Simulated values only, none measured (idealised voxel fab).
The process module that follows is named voxel transistor to metal.
Pictured: cross-section cut, 200 nm wide, on a grid of 5 nm square cells.
Cross-section = grid of square cells, listed top down in bands; band = one or more rows.
Look at the band entry: it leads with the top's height and the bottom's height in nm. Then it lists the materials left to right, with a width in nm for each. The word "everywhere" on a single material says that material fills the band edge to edge. The word "blank" is empty space.
Below 0: as-received wafer, all one material; heights counted from there. Lowest band: no bottom, goes on down, written "from 0 down".
So if you see something like "30..40" for the width, read it as the top row of the band sitting at the first number and the bottom row at the second, with every row in between moving by the same amount as the last.
You'll sometimes find "everything unchanged" written for a step, and that's the way of saying that nowhere in the cross-section did a cell change during that step.
"Unvented cavities" lists enclosed empty spaces (at least 8 cells, no open path upward to the top), each as width x height at distance from the left edge, in nm.
Read whatever lies past the settings on a step's line as the simulator's own remark about the step.
overlay nm: for a step with a mask, the amount by which the mask lay right of where it was planned; a negative amount means left of it.
Steps in the process plan
1 RECEIVE (material Si)
2 CONFORMAL_DEP (material SiO2; thk nm 5)
3 CONFORMAL_DEP (material SiN; thk nm 10)
4 MASKED_ETCH (tone cover; mask id ACTIVE; width nm 135; etch materials SiN; depth nm 10; overlay nm 0)
5 MASKED_ETCH (tone cover; mask id ACTIVE; width nm 135; etch materials SiO2; depth nm 5; overlay nm 0)
6 MASKED_ETCH (tone cover; mask id ACTIVE; width nm 135; etch materials Si; depth nm 35; overlay nm 0)
7 OXIDIZE (depth nm 5)
8 FILL_DEP (material SiO2; thk nm 10)
9 CMP (height nm 15)
10 SELECTIVE_ETCH (etch materials SiO2; depth nm 5)
11 STRIP (etch materials SiN)
12 SELECTIVE_ETCH (etch materials SiO2; depth nm 5)
13 OXIDIZE (depth nm 5)
14 DIRECTIONAL_DEP (material polySi; thk nm 30)
15 DIRECTIONAL_DEP (material SiCN; thk nm 15)
16 DIRECTIONAL_DEP (material aC; thk nm 15)
17 PATTERN (tone cover; mask id GATE; material resist; width nm 35; thk nm 35; overlay nm 0)
18 DIRECTIONAL_ETCH (etch materials aC; depth nm 15)
19 STRIP (etch materials resist)
20 DIRECTIONAL_ETCH (etch materials SiCN; depth nm 25)
21 DIRECTIONAL_ETCH (etch materials polySi; depth nm 40)
22 STRIP (etch materials aC)
23 CONFORMAL_DEP (material SiO2; thk nm 5)
24 DIRECTIONAL_ETCH (etch materials SiO2; depth nm 5)
25 CONFORMAL_DEP (material SiN; thk nm 10)
26 DIRECTIONAL_ETCH (etch materials SiN; depth nm 10)
27 DIRECTIONAL_ETCH (etch materials SiO2; depth nm 5)
28 DIRECTIONAL_ETCH (etch materials Si; depth nm 5)
29 EPI (material pSi; thk nm 5)
30 FILL_DEP (material SiO2; thk nm 5)
31 CMP (height nm 30)
32 STRIP (etch materials polySi)
33 SELECTIVE_ETCH (etch materials SiO2; depth nm 5)
34 CONFORMAL_DEP (material HfO2; thk nm 5)
35 CONFORMAL_DEP (material TiN; thk nm 5)
36 FILL_DEP (material W; thk nm 5)
37 CMP (height nm 25)
38 DIRECTIONAL_DEP (material SiO2; thk nm 10)
39 PATTERN (tone open; mask id CONTACT; material resist; width nm 20; pitch nm 95; thk nm 15; overlay nm 0)
40 DIRECTIONAL_ETCH (etch materials SiO2; depth nm 40)
41 STRIP (etch materials resist)
42 CONFORMAL_DEP (material TiN; thk nm 5)
43 FILL_DEP (material W; thk nm 10)
44 CMP (height nm 35)
45 DIRECTIONAL_DEP (material TiN; thk nm 5)
46 DIRECTIONAL_DEP (material Ru; thk nm 15)
47 MASKED_ETCH (tone cover; mask id METAL_1; width nm 20; pitch nm 95; etch materials Ru; depth nm 15; overlay nm 0)
48 MASKED_ETCH (tone cover; mask id METAL_1; width nm 20; pitch nm 95; etch materials TiN; depth nm 5; overlay nm 0)
49 CONFORMAL_DEP (material SiN; thk nm 5)
50 FILL_DEP (material lowk; thk nm 5)
51 CMP (height nm 55)
52 CONFORMAL_DEP (material SiCN; thk nm 5)
Of two wafers, the first: run according to plan
Wafer as received: cross-section following step 1
- from 0 down  Si everywhere
- Unvented cavities: none
Cross-section: wafer state after step 2
- from 5 to 0  SiO2 everywhere
- Rest of section, below 0: as before.
Cross-section: wafer state after step 3
- from 15 to 5  SiN everywhere
- Rest of section, below 5: as before.
Cross-section: wafer state after step 4
- from 15 to 5  blank 30  SiN 135  blank 35
- Rest of section, below 5: as before.
Cross-section: wafer state after step 5
- from 15 to 5  blank 30  SiN 135  blank 35
- from 5 to 0  blank 30  SiO2 135  blank 35
- Rest of section, below 0: as before.
Cross-section: wafer state after step 6
- from 15 to 5  blank 30  SiN 135  blank 35
- from 5 to 0  blank 30  SiO2 135  blank 35
- from 0 to -35  blank 30  Si 135  blank 35
- Rest of section, below -35: as before.
Cross-section: wafer state after step 7
- from 15 to 5  blank 30  SiN 135  blank 35
- from 5 to 0  blank 30  SiO2 135  blank 35
- from 0 to -35  blank 30  SiO2 5  Si 125  SiO2 5  blank 35
- from -35 to -40  SiO2 35  Si 125  SiO2 40
- Rest of section, below -40: as before.
Cross-section: wafer state after step 8
- from 25 to 15  SiO2 everywhere
- from 15 to 5  SiO2 30  SiN 135  SiO2 35
- from 5 to 0  SiO2 everywhere
- from 0 to -40  SiO2 35  Si 125  SiO2 40
- Rest of section, below -40: as before.
Cross-section: wafer state after step 9
- from 15 to 5  SiO2 30  SiN 135  SiO2 35
- Rest of section, below 5: as before.
Cross-section: wafer state after step 10
- from 15 to 10  blank 30  SiN 135  blank 35
- Rest of section, below 10: as before.
Cross-section: wafer state after step 11
- from 10 to 5  SiO2 30  blank 135  SiO2 35
- Rest of section, below 5: as before.
Cross-section: wafer state after step 12
- from 5 to 0  SiO2 25  blank 145  SiO2 30
- Rest of section, below 0: as before.
Cross-section: wafer state after step 13
- from 5 to 0  SiO2 25  blank 145  SiO2 30
- from 0 to -5  SiO2 everywhere
- Rest of section, below -5: as before.
Cross-section: wafer state after step 14
- from 35 to 30  polySi 25  blank 145  polySi 30
- from 30 to 5  polySi everywhere
- from 5 to 0  SiO2 25  polySi 145  SiO2 30
- Rest of section, below 0: as before.
Cross-section: wafer state after step 15
- from 50 to 45  SiCN 25  blank 145  SiCN 30
- from 45 to 35  SiCN everywhere
- from 35 to 30  polySi 25  SiCN 145  polySi 30
- Rest of section, below 30: as before.
Cross-section: wafer state after step 16
- from 65 to 60  aC 25  blank 145  aC 30
- from 60 to 50  aC everywhere
- from 50 to 45  SiCN 25  aC 145  SiCN 30
- Rest of section, below 45: as before.
Cross-section: wafer state after step 17
- from 100 to 65  blank 80  resist 35  blank 85
- from 65 to 60  aC 25  blank 55  resist 35  blank 55  aC 30
- Rest of section, below 60: as before.
Cross-section: wafer state after step 18
- from 85 to 60  blank 80  resist 35  blank 85
- from 60 to 50  blank 80  aC 35  blank 85
- from 50 to 45  SiCN 25  blank 55  aC 35  blank 55  SiCN 30
- Rest of section, below 45: as before.
Cross-section: wafer state after step 19
- from 60 to 50  blank 80  aC 35  blank 85
- Rest of section, below 50: as before.
Cross-section: wafer state after step 20
- from 60 to 45  blank 80  aC 35  blank 85
- from 45 to 35  blank 80  SiCN 35  blank 85
- from 35 to 30  polySi 25  blank 55  SiCN 35  blank 55  polySi 30
- Rest of section, below 30: as before.
Cross-section: wafer state after step 21
- from 60 to 45  blank 80  aC 35  blank 85
- from 45 to 30  blank 80  SiCN 35  blank 85
- from 30 to 5  blank 80  polySi 35  blank 85
- from 5 to 0  SiO2 25  blank 55  polySi 35  blank 55  SiO2 30
- Rest of section, below 0: as before.
Cross-section: wafer state after step 22
- from 45 to 30  blank 80  SiCN 35  blank 85
- Rest of section, below 30: as before.
Cross-section: wafer state after step 23
- from 50 to 45  blank 75  SiO2 45  blank 80
- from 45 to 30  blank 75  SiO2 5  SiCN 35  SiO2 5  blank 80
- from 30 to 10  blank 75  SiO2 5  polySi 35  SiO2 5  blank 80
- from 10 to 5  SiO2 30  blank 45  SiO2 5  polySi 35  SiO2 5  blank 45  SiO2 35
- from 5 to 0  SiO2 80  polySi 35  SiO2 85
- Rest of section, below 0: as before.
Cross-section: wafer state after step 24
- from 45 to 30  blank 75  SiO2 5  SiCN 35  SiO2 5  blank 80
- from 30 to 5  blank 75  SiO2 5  polySi 35  SiO2 5  blank 80
- from 5 to 0  SiO2 30  blank 45  SiO2 5  polySi 35  SiO2 5  blank 45  SiO2 35
- Rest of section, below 0: as before.
Cross-section: wafer state after step 25
- from 55 to 45  blank 65  SiN 65  blank 70
- from 45 to 30  blank 65  SiN 10  SiO2 5  SiCN 35  SiO2 5  SiN 10  blank 70
- from 30 to 15  blank 65  SiN 10  SiO2 5  polySi 35  SiO2 5  SiN 10  blank 70
- from 15 to 10  SiN 40  blank 25  SiN 10  SiO2 5  polySi 35  SiO2 5  SiN 10  blank 25  SiN 45
- from 10 to 5  SiN 75  SiO2 5  polySi 35  SiO2 5  SiN 80
- from 5 to 0  SiO2 30  SiN 45  SiO2 5  polySi 35  SiO2 5  SiN 45  SiO2 35
- Rest of section, below 0: as before.
Cross-section: wafer state after step 26
- from 45 to 30  blank 65  SiN 10  SiO2 5  SiCN 35  SiO2 5  SiN 10  blank 70
- from 30 to 5  blank 65  SiN 10  SiO2 5  polySi 35  SiO2 5  SiN 10  blank 70
- from 5 to 0  SiO2 30  SiN 10  blank 25  SiN 10  SiO2 5  polySi 35  SiO2 5  SiN 10  blank 25  SiN 10  SiO2 35
- Rest of section, below 0: as before.
Cross-section: wafer state after step 27
- from 45 to 40  blank 65  SiN 10  blank 5  SiCN 35  blank 5  SiN 10  blank 70
- from 40 to 30  blank 65  SiN 10  SiO2 5  SiCN 35  SiO2 5  SiN 10  blank 70
- from 30 to 5  blank 65  SiN 10  SiO2 5  polySi 35  SiO2 5  SiN 10  blank 70
- from 5 to 0  blank 30  SiN 10  blank 25  SiN 10  SiO2 5  polySi 35  SiO2 5  SiN 10  blank 25  SiN 10  blank 35
- from 0 to -5  SiO2 40  blank 25  SiO2 65  blank 25  SiO2 45
- Rest of section, below -5: as before.
Cross-section: wafer state after step 28
- from 45 to 40  blank 65  SiN 10  blank 5  SiCN 35  blank 5  SiN 10  blank 70
- from 40 to 30  blank 65  SiN 10  SiO2 5  SiCN 35  SiO2 5  SiN 10  blank 70
- from 30 to 5  blank 65  SiN 10  SiO2 5  polySi 35  SiO2 5  SiN 10  blank 70
- from 5 to 0  blank 30  SiN 10  blank 25  SiN 10  SiO2 5  polySi 35  SiO2 5  SiN 10  blank 25  SiN 10  blank 35
- from 0 to -5  SiO2 40  blank 25  SiO2 65  blank 25  SiO2 45
- from -5 to -10  SiO2 35  Si 5  blank 25  Si 65  blank 25  Si 5  SiO2 40
- Rest of section, below -10: as before.
Cross-section: wafer state after step 29
- from 45 to 40  blank 65  SiN 10  blank 5  SiCN 35  blank 5  SiN 10  blank 70
- from 40 to 30  blank 65  SiN 10  SiO2 5  SiCN 35  SiO2 5  SiN 10  blank 70
- from 30 to 5  blank 65  SiN 10  SiO2 5  polySi 35  SiO2 5  SiN 10  blank 70
- from 5 to 0  blank 30  SiN 10  blank 25  SiN 10  SiO2 5  polySi 35  SiO2 5  SiN 10  blank 25  SiN 10  blank 35
- from 0 to -5  SiO2 40  pSi 5  blank 15  pSi 5  SiO2 65  pSi 5  blank 15  pSi 5  SiO2 45
- from -5 to -10  SiO2 35  Si 5  pSi 25  Si 65  pSi 25  Si 5  SiO2 40
- Rest of section, below -10: as before.
Cross-section: wafer state after step 30
- from 50 to 45  SiO2 everywhere
- from 45 to 30  SiO2 65  SiN 10  SiO2 5  SiCN 35  SiO2 5  SiN 10  SiO2 70
- from 30 to 5  SiO2 65  SiN 10  SiO2 5  polySi 35  SiO2 5  SiN 10  SiO2 70
- from 5 to 0  SiO2 30  SiN 10  SiO2 25  SiN 10  SiO2 5  polySi 35  SiO2 5  SiN 10  SiO2 25  SiN 10  SiO2 35
- from 0 to -5  SiO2 40  pSi 5  SiO2 15  pSi 5  SiO2 65  pSi 5  SiO2 15  pSi 5  SiO2 45
- Rest of section, below -5: as before.
Cross-section: wafer state after step 31
- from 30 to 5  SiO2 65  SiN 10  SiO2 5  polySi 35  SiO2 5  SiN 10  SiO2 70
- Rest of section, below 5: as before.
Cross-section: wafer state after step 32
- from 30 to 5  SiO2 65  SiN 10  SiO2 5  blank 35  SiO2 5  SiN 10  SiO2 70
- from 5 to 0  SiO2 30  SiN 10  SiO2 25  SiN 10  SiO2 5  blank 35  SiO2 5  SiN 10  SiO2 25  SiN 10  SiO2 35
- Rest of section, below 0: as before.
Cross-section: wafer state after step 33
- from 30 to 25  blank 65  SiN 10  blank 45  SiN 10  blank 70
- from 25 to 5  SiO2 65  SiN 10  blank 45  SiN 10  SiO2 70
- from 5 to 0  SiO2 30  SiN 10  SiO2 25  SiN 10  blank 45  SiN 10  SiO2 25  SiN 10  SiO2 35
- from 0 to -5  SiO2 40  pSi 5  SiO2 15  pSi 5  SiO2 10  blank 45  SiO2 10  pSi 5  SiO2 15  pSi 5  SiO2 45
- Rest of section, below -5: as before.
Cross-section: wafer state after step 34
- from 35 to 30  blank 60  HfO2 20  blank 35  HfO2 20  blank 65
- from 30 to 25  HfO2 65  SiN 10  HfO2 5  blank 35  HfO2 5  SiN 10  HfO2 70
- from 25 to 5  SiO2 65  SiN 10  HfO2 5  blank 35  HfO2 5  SiN 10  SiO2 70
- from 5 to 0  SiO2 30  SiN 10  SiO2 25  SiN 10  HfO2 5  blank 35  HfO2 5  SiN 10  SiO2 25  SiN 10  SiO2 35
- from 0 to -5  SiO2 40  pSi 5  SiO2 15  pSi 5  SiO2 10  HfO2 45  SiO2 10  pSi 5  SiO2 15  pSi 5  SiO2 45
- Rest of section, below -5: as before.
Cross-section: wafer state after step 35
- from 40 to 35  blank 55  TiN 30  blank 25  TiN 30  blank 60
- from 35 to 30  TiN 60  HfO2 20  TiN 5  blank 25  TiN 5  HfO2 20  TiN 65
- from 30 to 25  HfO2 65  SiN 10  HfO2 5  TiN 5  blank 25  TiN 5  HfO2 5  SiN 10  HfO2 70
- from 25 to 5  SiO2 65  SiN 10  HfO2 5  TiN 5  blank 25  TiN 5  HfO2 5  SiN 10  SiO2 70
- from 5 to 0  SiO2 30  SiN 10  SiO2 25  SiN 10  HfO2 5  TiN 35  HfO2 5  SiN 10  SiO2 25  SiN 10  SiO2 35
- Rest of section, below 0: as before.
Cross-section: wafer state after step 36
- from 45 to 40  W everywhere
- from 40 to 35  W 55  TiN 30  W 25  TiN 30  W 60
- from 35 to 30  TiN 60  HfO2 20  TiN 5  W 25  TiN 5  HfO2 20  TiN 65
- from 30 to 25  HfO2 65  SiN 10  HfO2 5  TiN 5  W 25  TiN 5  HfO2 5  SiN 10  HfO2 70
- from 25 to 5  SiO2 65  SiN 10  HfO2 5  TiN 5  W 25  TiN 5  HfO2 5  SiN 10  SiO2 70
- Rest of section, below 5: as before.
Cross-section: wafer state after step 37
- from 25 to 5  SiO2 65  SiN 10  HfO2 5  TiN 5  W 25  TiN 5  HfO2 5  SiN 10  SiO2 70
- Rest of section, below 5: as before.
Cross-section: wafer state after step 38
- from 35 to 25  SiO2 everywhere
- Rest of section, below 25: as before.
Cross-section: wafer state after step 39
- from 50 to 35  resist 40  blank 20  resist 75  blank 20  resist 45
- Rest of section, below 35: as before.
Cross-section: wafer state after step 40
- from 50 to 35  resist 40  blank 20  resist 75  blank 20  resist 45
- from 35 to 25  SiO2 40  blank 20  SiO2 75  blank 20  SiO2 45
- from 25 to 5  SiO2 40  blank 20  SiO2 5  SiN 10  HfO2 5  TiN 5  W 25  TiN 5  HfO2 5  SiN 10  SiO2 5  blank 20  SiO2 45
- from 5 to 0  SiO2 30  SiN 10  blank 20  SiO2 5  SiN 10  HfO2 5  TiN 35  HfO2 5  SiN 10  SiO2 5  blank 20  SiN 10  SiO2 35
- from 0 to -5  SiO2 40  pSi 5  blank 15  pSi 5  SiO2 10  HfO2 45  SiO2 10  pSi 5  blank 15  pSi 5  SiO2 45
- Rest of section, below -5: as before.
Cross-section: wafer state after step 41
- from 35 to 25  SiO2 40  blank 20  SiO2 75  blank 20  SiO2 45
- Rest of section, below 25: as before.
Cross-section: wafer state after step 42
- from 40 to 35  TiN 45  blank 10  TiN 85  blank 10  TiN 50
- from 35 to 25  SiO2 40  TiN 5  blank 10  TiN 5  SiO2 75  TiN 5  blank 10  TiN 5  SiO2 45
- from 25 to 5  SiO2 40  TiN 5  blank 10  TiN 5  SiO2 5  SiN 10  HfO2 5  TiN 5  W 25  TiN 5  HfO2 5  SiN 10  SiO2 5  TiN 5  blank 10  TiN 5  SiO2 45
- from 5 to 0  SiO2 30  SiN 10  TiN 10  blank 5  TiN 5  SiO2 5  SiN 10  HfO2 5  TiN 35  HfO2 5  SiN 10  SiO2 5  TiN 5  blank 5  TiN 10  SiN 10  SiO2 35
- from 0 to -5  SiO2 40  pSi 5  TiN 15  pSi 5  SiO2 10  HfO2 45  SiO2 10  pSi 5  TiN 15  pSi 5  SiO2 45
- Rest of section, below -5: as before.
Cross-section: wafer state after step 43
- from 50 to 40  W everywhere
- from 40 to 35  TiN 45  W 10  TiN 85  W 10  TiN 50
- from 35 to 25  SiO2 40  TiN 5  W 10  TiN 5  SiO2 75  TiN 5  W 10  TiN 5  SiO2 45
- from 25 to 5  SiO2 40  TiN 5  W 10  TiN 5  SiO2 5  SiN 10  HfO2 5  TiN 5  W 25  TiN 5  HfO2 5  SiN 10  SiO2 5  TiN 5  W 10  TiN 5  SiO2 45
- from 5 to 0  SiO2 30  SiN 10  TiN 10  W 5  TiN 5  SiO2 5  SiN 10  HfO2 5  TiN 35  HfO2 5  SiN 10  SiO2 5  TiN 5  W 5  TiN 10  SiN 10  SiO2 35
- Rest of section, below 0: as before.
Cross-section: wafer state after step 44
- from 35 to 25  SiO2 40  TiN 5  W 10  TiN 5  SiO2 75  TiN 5  W 10  TiN 5  SiO2 45
- Rest of section, below 25: as before.
Cross-section: wafer state after step 45
- from 40 to 35  TiN everywhere
- Rest of section, below 35: as before.
Cross-section: wafer state after step 46
- from 55 to 40  Ru everywhere
- Rest of section, below 40: as before.
Cross-section: wafer state after step 47
- from 55 to 40  blank 40  Ru 20  blank 75  Ru 20  blank 45
- Rest of section, below 40: as before.
Cross-section: wafer state after step 48
- from 55 to 40  blank 40  Ru 20  blank 75  Ru 20  blank 45
- from 40 to 35  blank 40  TiN 20  blank 75  TiN 20  blank 45
- Rest of section, below 35: as before.
Cross-section: wafer state after step 49
- from 60 to 55  blank 35  SiN 30  blank 65  SiN 30  blank 40
- from 55 to 40  blank 35  SiN 5  Ru 20  SiN 5  blank 65  SiN 5  Ru 20  SiN 5  blank 40
- from 40 to 35  SiN 40  TiN 20  SiN 75  TiN 20  SiN 45
- Rest of section, below 35: as before.
Cross-section: wafer state after step 50
- from 65 to 60  lowk everywhere
- from 60 to 55  lowk 35  SiN 30  lowk 65  SiN 30  lowk 40
- from 55 to 40  lowk 35  SiN 5  Ru 20  SiN 5  lowk 65  SiN 5  Ru 20  SiN 5  lowk 40
- Rest of section, below 40: as before.
Cross-section: wafer state after step 51
- from 55 to 40  lowk 35  SiN 5  Ru 20  SiN 5  lowk 65  SiN 5  Ru 20  SiN 5  lowk 40
- Rest of section, below 40: as before.
Cross-section: wafer state after step 52
- from 60 to 55  SiCN everywhere
- Rest of section, below 55: as before.
Second wafer, same starting state and plan as the first, one mistake in the run, identical through step 24
Cross-section: second wafer, time at which step 25 was scheduled to end: everything unchanged
Cross-section: second wafer, time at which step 26 was scheduled to end: everything unchanged
Cross-section: second wafer, time at which step 27 was scheduled to end
- from 45 to 40  blank 80  SiCN 35  blank 85
- from 40 to 30  blank 75  SiO2 5  SiCN 35  SiO2 5  blank 80
- from 30 to 0  blank 75  SiO2 5  polySi 35  SiO2 5  blank 80
- from 0 to -5  SiO2 30  blank 45  SiO2 45  blank 45  SiO2 35
- Rest of section, below -5: as before.
Cross-section: second wafer, time at which step 28 was scheduled to end
- from 45 to 40  blank 80  SiCN 35  blank 85
- from 40 to 30  blank 75  SiO2 5  SiCN 35  SiO2 5  blank 80
- from 30 to 0  blank 75  SiO2 5  polySi 35  SiO2 5  blank 80
- from 0 to -5  SiO2 30  blank 45  SiO2 45  blank 45  SiO2 35
- from -5 to -10  SiO2 35  blank 40  Si 45  blank 40  SiO2 40
- Rest of section, below -10: as before.
Cross-section: second wafer, time at which step 29 was scheduled to end
- from 45 to 40  blank 80  SiCN 35  blank 85
- from 40 to 30  blank 75  SiO2 5  SiCN 35  SiO2 5  blank 80
- from 30 to 0  blank 75  SiO2 5  polySi 35  SiO2 5  blank 80
- from 0 to -5  SiO2 30  blank 40  pSi 5  SiO2 45  pSi 5  blank 40  SiO2 35
- from -5 to -10  SiO2 35  pSi 40  Si 45  pSi 40  SiO2 40
- Rest of section, below -10: as before.
Cross-section: second wafer, time at which step 30 was scheduled to end
- from 50 to 45  SiO2 everywhere
- from 45 to 30  SiO2 80  SiCN 35  SiO2 85
- from 30 to 0  SiO2 80  polySi 35  SiO2 85
- from 0 to -5  SiO2 70  pSi 5  SiO2 45  pSi 5  SiO2 75
- Rest of section, below -5: as before.
Cross-section: second wafer, time at which step 31 was scheduled to end
- from 30 to 0  SiO2 80  polySi 35  SiO2 85
- Rest of section, below 0: as before.
Cross-section: second wafer, time at which step 32 was scheduled to end
- from 30 to 0  SiO2 80  blank 35  SiO2 85
- Rest of section, below 0: as before.
Cross-section: second wafer, time at which step 33 was scheduled to end
- from 25 to 0  SiO2 75  blank 45  SiO2 80
- from 0 to -5  SiO2 70  pSi 5  blank 45  pSi 5  SiO2 75
- Rest of section, below -5: as before.
Cross-section: second wafer, time at which step 34 was scheduled to end
- from 30 to 25  HfO2 80  blank 35  HfO2 85
- from 25 to 0  SiO2 75  HfO2 5  blank 35  HfO2 5  SiO2 80
- from 0 to -5  SiO2 70  pSi 5  HfO2 45  pSi 5  SiO2 75
- Rest of section, below -5: as before.
Cross-section: second wafer, time at which step 35 was scheduled to end
- from 35 to 30  TiN 85  blank 25  TiN 90
- from 30 to 25  HfO2 80  TiN 5  blank 25  TiN 5  HfO2 85
- from 25 to 5  SiO2 75  HfO2 5  TiN 5  blank 25  TiN 5  HfO2 5  SiO2 80
- from 5 to 0  SiO2 75  HfO2 5  TiN 35  HfO2 5  SiO2 80
- Rest of section, below 0: as before.
Cross-section: second wafer, time at which step 36 was scheduled to end
- from 40 to 35  W everywhere
- from 35 to 30  TiN 85  W 25  TiN 90
- from 30 to 25  HfO2 80  TiN 5  W 25  TiN 5  HfO2 85
- from 25 to 5  SiO2 75  HfO2 5  TiN 5  W 25  TiN 5  HfO2 5  SiO2 80
- Rest of section, below 5: as before.
Cross-section: second wafer, time at which step 37 was scheduled to end
- from 25 to 5  SiO2 75  HfO2 5  TiN 5  W 25  TiN 5  HfO2 5  SiO2 80
- Rest of section, below 5: as before.
Cross-section: second wafer, time at which step 38 was scheduled to end
- from 35 to 25  SiO2 everywhere
- Rest of section, below 25: as before.
Cross-section: second wafer, time at which step 39 was scheduled to end
- from 50 to 35  resist 40  blank 20  resist 75  blank 20  resist 45
- Rest of section, below 35: as before.
Cross-section: second wafer, time at which step 40 was scheduled to end
- from 50 to 35  resist 40  blank 20  resist 75  blank 20  resist 45
- from 35 to 25  SiO2 40  blank 20  SiO2 75  blank 20  SiO2 45
- from 25 to 5  SiO2 40  blank 20  SiO2 15  HfO2 5  TiN 5  W 25  TiN 5  HfO2 5  SiO2 15  blank 20  SiO2 45
- from 5 to 0  SiO2 40  blank 20  SiO2 15  HfO2 5  TiN 35  HfO2 5  SiO2 15  blank 20  SiO2 45
- from 0 to -5  SiO2 40  blank 20  SiO2 10  pSi 5  HfO2 45  pSi 5  SiO2 10  blank 20  SiO2 45
- Rest of section, below -5: as before.
Cross-section: second wafer, time at which step 41 was scheduled to end
- from 35 to 25  SiO2 40  blank 20  SiO2 75  blank 20  SiO2 45
- Rest of section, below 25: as before.
Cross-section: second wafer, time at which step 42 was scheduled to end
- from 40 to 35  TiN 45  blank 10  TiN 85  blank 10  TiN 50
- from 35 to 25  SiO2 40  TiN 5  blank 10  TiN 5  SiO2 75  TiN 5  blank 10  TiN 5  SiO2 45
- from 25 to 5  SiO2 40  TiN 5  blank 10  TiN 5  SiO2 15  HfO2 5  TiN 5  W 25  TiN 5  HfO2 5  SiO2 15  TiN 5  blank 10  TiN 5  SiO2 45
- from 5 to 0  SiO2 40  TiN 5  blank 10  TiN 5  SiO2 15  HfO2 5  TiN 35  HfO2 5  SiO2 15  TiN 5  blank 10  TiN 5  SiO2 45
- from 0 to -5  SiO2 40  TiN 20  SiO2 10  pSi 5  HfO2 45  pSi 5  SiO2 10  TiN 20  SiO2 45
- Rest of section, below -5: as before.
Cross-section: second wafer, time at which step 43 was scheduled to end
- from 50 to 40  W everywhere
- from 40 to 35  TiN 45  W 10  TiN 85  W 10  TiN 50
- from 35 to 25  SiO2 40  TiN 5  W 10  TiN 5  SiO2 75  TiN 5  W 10  TiN 5  SiO2 45
- from 25 to 5  SiO2 40  TiN 5  W 10  TiN 5  SiO2 15  HfO2 5  TiN 5  W 25  TiN 5  HfO2 5  SiO2 15  TiN 5  W 10  TiN 5  SiO2 45
- from 5 to 0  SiO2 40  TiN 5  W 10  TiN 5  SiO2 15  HfO2 5  TiN 35  HfO2 5  SiO2 15  TiN 5  W 10  TiN 5  SiO2 45
- Rest of section, below 0: as before.
Cross-section: second wafer, time at which step 44 was scheduled to end
- from 35 to 25  SiO2 40  TiN 5  W 10  TiN 5  SiO2 75  TiN 5  W 10  TiN 5  SiO2 45
- Rest of section, below 25: as before.
Cross-section: second wafer, time at which step 45 was scheduled to end
- from 40 to 35  TiN everywhere
- Rest of section, below 35: as before.
Cross-section: second wafer, time at which step 46 was scheduled to end
- from 55 to 40  Ru everywhere
- Rest of section, below 40: as before.
Cross-section: second wafer, time at which step 47 was scheduled to end
- from 55 to 40  blank 40  Ru 20  blank 75  Ru 20  blank 45
- Rest of section, below 40: as before.
Cross-section: second wafer, time at which step 48 was scheduled to end
- from 55 to 40  blank 40  Ru 20  blank 75  Ru 20  blank 45
- from 40 to 35  blank 40  TiN 20  blank 75  TiN 20  blank 45
- Rest of section, below 35: as before.
Cross-section: second wafer, time at which step 49 was scheduled to end
- from 60 to 55  blank 35  SiN 30  blank 65  SiN 30  blank 40
- from 55 to 40  blank 35  SiN 5  Ru 20  SiN 5  blank 65  SiN 5  Ru 20  SiN 5  blank 40
- from 40 to 35  SiN 40  TiN 20  SiN 75  TiN 20  SiN 45
- Rest of section, below 35: as before.
Cross-section: second wafer, time at which step 50 was scheduled to end
- from 65 to 60  lowk everywhere
- from 60 to 55  lowk 35  SiN 30  lowk 65  SiN 30  lowk 40
- from 55 to 40  lowk 35  SiN 5  Ru 20  SiN 5  lowk 65  SiN 5  Ru 20  SiN 5  lowk 40
- Rest of section, below 40: as before.
Cross-section: second wafer, time at which step 51 was scheduled to end
- from 55 to 40  lowk 35  SiN 5  Ru 20  SiN 5  lowk 65  SiN 5  Ru 20  SiN 5  lowk 40
- Rest of section, below 40: as before.
Cross-section: second wafer, time at which step 52 was scheduled to end
- from 60 to 55  SiCN everywhere
- Rest of section, below 55: as before.
Which mistake was made when the wafer was run? execution of step 25 of the plan did not take place, the step having been omitted
It is noted that, at the conclusion of processing, the second wafer exhibits a higher or lower cell count for certain materials relative to the first: -6 Si; -24 SiN; +24 SiO2; +2 W; +4 pSi
